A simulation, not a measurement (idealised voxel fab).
Process module, titled voxel transistor to metal
Cross-section cut: width 280 nm, square cells of 5 nm.
Cross-section format: a grid of square cells, given as bands from top to bottom; each band is one or more rows of cells.
Per band: top height and bottom height in nm, followed by the left-to-right materials and their widths in nm; "edge to edge" marks a single material spanning edge to edge, "blank" marks empty space.
Beneath 0, the wafer as received is one material, and that level is where height counting begins. The lowest band goes on downward without a bottom; it is written like "z 0 and below".
Top row gets the first number, bottom row gets the second, and each row in between changes by the same step: that is how a band width like "30..40" works.
The designation "nothing was modified", where it is given for a processing step, indicates that no cell of the cross-section was altered in the course of that step.
Under "Closed void register" you'll find the enclosed gaps, the ones with no way out to the top, that are 8 cells or bigger; each reads width x height at distance, with distance counted from the left edge, everything in nm.
It should be noted that, on the line of a given step, the content following the step's settings is a remark produced by the simulator itself with respect to that step.
What "overlay nm" on a step's line means: if the step has a mask, that mask lay this far to the right of its planned place, or, when the value is negative, to the left.

So here's the lineup of process steps we planned
1) RECEIVE: material Si
2) OXIDIZE: depth nm 5
3) CONFORMAL_DEP: material SiN, thk nm 15
4) MASKED_ETCH: tone cover, mask id ACTIVE, width nm 105, pitch nm 135, etch materials SiN, depth nm 15, overlay nm 0
5) MASKED_ETCH: tone cover, mask id ACTIVE, width nm 105, pitch nm 135, etch materials SiO2, depth nm 5, overlay nm 0
6) MASKED_ETCH: tone cover, mask id ACTIVE, width nm 105, pitch nm 135, etch materials Si, depth nm 20, overlay nm 0
7) OXIDIZE: depth nm 5
8) FILL_DEP: material SiO2, thk nm 15
9) CMP: height nm 15
10) SELECTIVE_ETCH: etch materials SiO2, depth nm 15
11) STRIP: etch materials SiN
12) SELECTIVE_ETCH: etch materials SiO2, depth nm 5
13) OXIDIZE: depth nm 5
14) DIRECTIONAL_DEP: material polySi, thk nm 20
15) DIRECTIONAL_DEP: material SiCN, thk nm 15
16) PATTERN: tone cover, mask id GATE, material resist, width nm 25, pitch nm 135, thk nm 15, overlay nm 0
17) DIRECTIONAL_ETCH: etch materials SiCN, depth nm 25
18) DIRECTIONAL_ETCH: etch materials polySi, depth nm 30
19) STRIP: etch materials resist
20) CONFORMAL_DEP: material SiO2, thk nm 5
21) DIRECTIONAL_ETCH: etch materials SiO2, depth nm 5
22) CONFORMAL_DEP: material SiN, thk nm 5
23) DIRECTIONAL_ETCH: etch materials SiN, depth nm 5
24) DIRECTIONAL_ETCH: etch materials SiO2, depth nm 5
25) DIRECTIONAL_ETCH: etch materials Si, depth nm 5
26) EPI: material nSi, thk nm 10
27) FILL_DEP: material SiO2, thk nm 10
28) CMP: height nm 15
29) STRIP: etch materials polySi
30) SELECTIVE_ETCH: etch materials SiO2, depth nm 5
31) CONFORMAL_DEP: material HfO2, thk nm 5
32) CONFORMAL_DEP: material TiN, thk nm 5
33) FILL_DEP: material W, thk nm 5
34) CMP: height nm 10
35) DIRECTIONAL_DEP: material SiO2, thk nm 10
36) DIRECTIONAL_DEP: material aC, thk nm 10
37) PATTERN: tone open, mask id CONTACT, material resist, width nm 20, thk nm 30, overlay nm 0
38) DIRECTIONAL_ETCH: etch materials aC, depth nm 10
39) STRIP: etch materials resist
40) DIRECTIONAL_ETCH: etch materials SiO2, depth nm 25
41) STRIP: etch materials aC
42) CONFORMAL_DEP: material TiN, thk nm 5
43) FILL_DEP: material W, thk nm 10
44) CMP: height nm 20
45) DIRECTIONAL_DEP: material TiN, thk nm 5
46) DIRECTIONAL_DEP: material Ru, thk nm 20
47) PATTERN: tone cover, mask id METAL_1, material resist, width nm 20, thk nm 20, overlay nm 0
48) DIRECTIONAL_ETCH: etch materials Ru, depth nm 20
49) DIRECTIONAL_ETCH: etch materials TiN, depth nm 5
50) STRIP: etch materials resist
51) CONFORMAL_DEP: material SiCN, thk nm 5
52) FILL_DEP: material lowk, thk nm 10
53) CMP: height nm 45
54) CONFORMAL_DEP: material SiCN, thk nm 5
55) DIRECTIONAL_DEP: material lowk, thk nm 30
56) PATTERN: tone open, mask id METAL_2, material resist, width nm 20, pitch nm 135, thk nm 15, overlay nm 0
57) DIRECTIONAL_ETCH: etch materials lowk, depth nm 20
58) STRIP: etch materials resist
59) PATTERN: tone open, mask id METAL_2_HOLES, material resist, width nm 15, pitch nm 135, thk nm 15, overlay nm 0
60) DIRECTIONAL_ETCH: etch materials lowk, depth nm 10
61) DIRECTIONAL_ETCH: etch materials SiCN, depth nm 5
62) STRIP: etch materials resist
63) CONFORMAL_DEP: material TiN, thk nm 5
64) FILL_DEP: material Ru, thk nm 5
65) CMP: height nm 80
66) CONFORMAL_DEP: material SiN, thk nm 5

As received (post step 1): cross-section
> z 0 and below | Si edge to edge
> Closed void register: none

Post-module cross-section of the first of two wafers (run per plan)
> z 85 to 80 | SiN edge to edge
> z 80 to 65 | lowk 25 nm  TiN 5 nm  Ru 10 nm  TiN 5 nm  lowk 115 nm  TiN 5 nm  Ru 10 nm  TiN 5 nm  lowk 100 nm
> z 65 to 60 | lowk 25 nm  TiN 5 nm  Ru 5 nm  TiN 10 nm  lowk 115 nm  TiN 5 nm  Ru 5 nm  TiN 10 nm  lowk 100 nm
> z 60 to 50 | lowk 25 nm  TiN 5 nm  Ru 5 nm  TiN 5 nm  lowk 120 nm  TiN 5 nm  Ru 5 nm  TiN 5 nm  lowk 105 nm
> z 50 to 45 | SiCN 25 nm  TiN 15 nm  SiCN 120 nm  TiN 15 nm  SiCN 105 nm
> z 45 to 25 | lowk 20 nm  SiCN 5 nm  Ru 20 nm  SiCN 5 nm  lowk 45 nm  SiCN 5 nm  Ru 20 nm  SiCN 5 nm  lowk 30 nm  SiCN 5 nm  Ru 20 nm  SiCN 5 nm  lowk 45 nm  SiCN 5 nm  Ru 20 nm  SiCN 5 nm  lowk 20 nm
> z 25 to 20 | SiCN 25 nm  TiN 20 nm  SiCN 55 nm  TiN 20 nm  SiCN 40 nm  TiN 20 nm  SiCN 55 nm  TiN 20 nm  SiCN 25 nm
> z 20 to 10 | SiO2 25 nm  TiN 5 nm  W 10 nm  TiN 5 nm  SiO2 55 nm  TiN 5 nm  W 10 nm  TiN 5 nm  SiO2 40 nm  TiN 5 nm  W 10 nm  TiN 5 nm  SiO2 55 nm  TiN 5 nm  W 10 nm  TiN 5 nm  SiO2 25 nm
> z 10 to 0 | SiO2 25 nm  TiN 5 nm  W 10..5 nm  TiN 5..10 nm  SiO2 5 nm  SiN 5 nm  HfO2 5 nm  TiN 5 nm  W 15 nm  TiN 5 nm  HfO2 5 nm  SiN 5 nm  SiO2 5 nm  TiN 5..10 nm  W 10..5 nm  TiN 5 nm  SiO2 40 nm  TiN 5 nm  W 10..5 nm  TiN 5..10 nm  SiO2 5 nm  SiN 5 nm  HfO2 5 nm  TiN 5 nm  W 15 nm  TiN 5 nm  HfO2 5 nm  SiN 5 nm  SiO2 5 nm  TiN 5..10 nm  W 10..5 nm  TiN 5 nm  SiO2 25 nm
> z 0 to -5 | SiO2 25 nm  TiN 15 nm  nSi 10 nm  SiN 5 nm  HfO2 5 nm  TiN 25 nm  HfO2 5 nm  SiN 5 nm  nSi 10 nm  TiN 15 nm  SiO2 40 nm  TiN 15 nm  nSi 10 nm  SiN 5 nm  HfO2 5 nm  TiN 25 nm  HfO2 5 nm  SiN 5 nm  nSi 10 nm  TiN 15 nm  SiO2 25 nm
> z -5 to -10 | SiO2 20 nm  nSi 30 nm  SiO2 5 nm  HfO2 35 nm  SiO2 5 nm  nSi 30 nm  SiO2 30 nm  nSi 30 nm  SiO2 5 nm  HfO2 35 nm  SiO2 5 nm  nSi 30 nm  SiO2 20 nm
> z -10 to -15 | SiO2 25 nm  nSi 25 nm  Si 45 nm  nSi 25 nm  SiO2 40 nm  nSi 25 nm  Si 45 nm  nSi 25 nm  SiO2 25 nm
> z -15 to -30 | SiO2 25 nm  Si 95 nm  SiO2 40 nm  Si 95 nm  SiO2 25 nm
> z -30 and below | Si edge to edge
> Closed void register: none

So this is wafer number two of the two, cut at the end of the module - it started where the first did and had the same plan, we just got one thing wrong running it
> z 85 to 80 | SiN edge to edge
> z 80 to 65 | lowk 25 nm  TiN 5 nm  Ru 10 nm  TiN 5 nm  lowk 115 nm  TiN 5 nm  Ru 10 nm  TiN 5 nm  lowk 100 nm
> z 65 to 60 | lowk 25 nm  TiN 5 nm  Ru 5 nm  TiN 10 nm  lowk 115 nm  TiN 5 nm  Ru 5 nm  TiN 10 nm  lowk 100 nm
> z 60 to 50 | lowk 25 nm  TiN 5 nm  Ru 5 nm  TiN 5 nm  lowk 120 nm  TiN 5 nm  Ru 5 nm  TiN 5 nm  lowk 105 nm
> z 50 to 45 | SiCN 25 nm  TiN 15 nm  SiCN 120 nm  TiN 15 nm  SiCN 105 nm
> z 45 to 25 | lowk 20 nm  SiCN 5 nm  Ru 20 nm  SiCN 5 nm  lowk 45 nm  SiCN 5 nm  Ru 20 nm  SiCN 5 nm  lowk 30 nm  SiCN 5 nm  Ru 20 nm  SiCN 5 nm  lowk 45 nm  SiCN 5 nm  Ru 20 nm  SiCN 5 nm  lowk 20 nm
> z 25 to 20 | SiCN 25 nm  TiN 20 nm  SiCN 55 nm  TiN 20 nm  SiCN 40 nm  TiN 20 nm  SiCN 55 nm  TiN 20 nm  SiCN 25 nm
> z 20 to 15 | TiN 30 nm  W 10 nm  TiN 65 nm  W 10 nm  TiN 50 nm  W 10 nm  TiN 65 nm  W 10 nm  TiN 30 nm
> z 15 to 10 | SiO2 25 nm  TiN 5 nm  W 10 nm  TiN 5 nm  SiO2 55 nm  TiN 5 nm  W 10 nm  TiN 5 nm  SiO2 40 nm  TiN 5 nm  W 10 nm  TiN 5 nm  SiO2 55 nm  TiN 5 nm  W 10 nm  TiN 5 nm  SiO2 25 nm
> z 10 to 0 | SiO2 25 nm  TiN 5 nm  W 10..5 nm  TiN 5..10 nm  SiO2 5 nm  SiN 5 nm  HfO2 5 nm  TiN 5 nm  W 15 nm  TiN 5 nm  HfO2 5 nm  SiN 5 nm  SiO2 5 nm  TiN 5..10 nm  W 10..5 nm  TiN 5 nm  SiO2 40 nm  TiN 5 nm  W 10..5 nm  TiN 5..10 nm  SiO2 5 nm  SiN 5 nm  HfO2 5 nm  TiN 5 nm  W 15 nm  TiN 5 nm  HfO2 5 nm  SiN 5 nm  SiO2 5 nm  TiN 5..10 nm  W 10..5 nm  TiN 5 nm  SiO2 25 nm
> z 0 to -5 | SiO2 25 nm  TiN 15 nm  nSi 10 nm  SiN 5 nm  HfO2 5 nm  TiN 25 nm  HfO2 5 nm  SiN 5 nm  nSi 10 nm  TiN 15 nm  SiO2 40 nm  TiN 15 nm  nSi 10 nm  SiN 5 nm  HfO2 5 nm  TiN 25 nm  HfO2 5 nm  SiN 5 nm  nSi 10 nm  TiN 15 nm  SiO2 25 nm
> z -5 to -10 | SiO2 20 nm  nSi 30 nm  SiO2 5 nm  HfO2 35 nm  SiO2 5 nm  nSi 30 nm  SiO2 30 nm  nSi 30 nm  SiO2 5 nm  HfO2 35 nm  SiO2 5 nm  nSi 30 nm  SiO2 20 nm
> z -10 to -15 | SiO2 25 nm  nSi 25 nm  Si 45 nm  nSi 25 nm  SiO2 40 nm  nSi 25 nm  Si 45 nm  nSi 25 nm  SiO2 25 nm
> z -15 to -30 | SiO2 25 nm  Si 95 nm  SiO2 40 nm  Si 95 nm  SiO2 25 nm
> z -30 and below | Si edge to edge
> Closed void register: none
Run error: note that step 35 departed from the planned setting and was carried out as DIRECTIONAL_DEP: material SiO2, thk nm 5
Upon completion, the second wafer contains, in terms of cells, a greater or smaller amount of certain materials than the first wafer: SiO2 -40; TiN +40
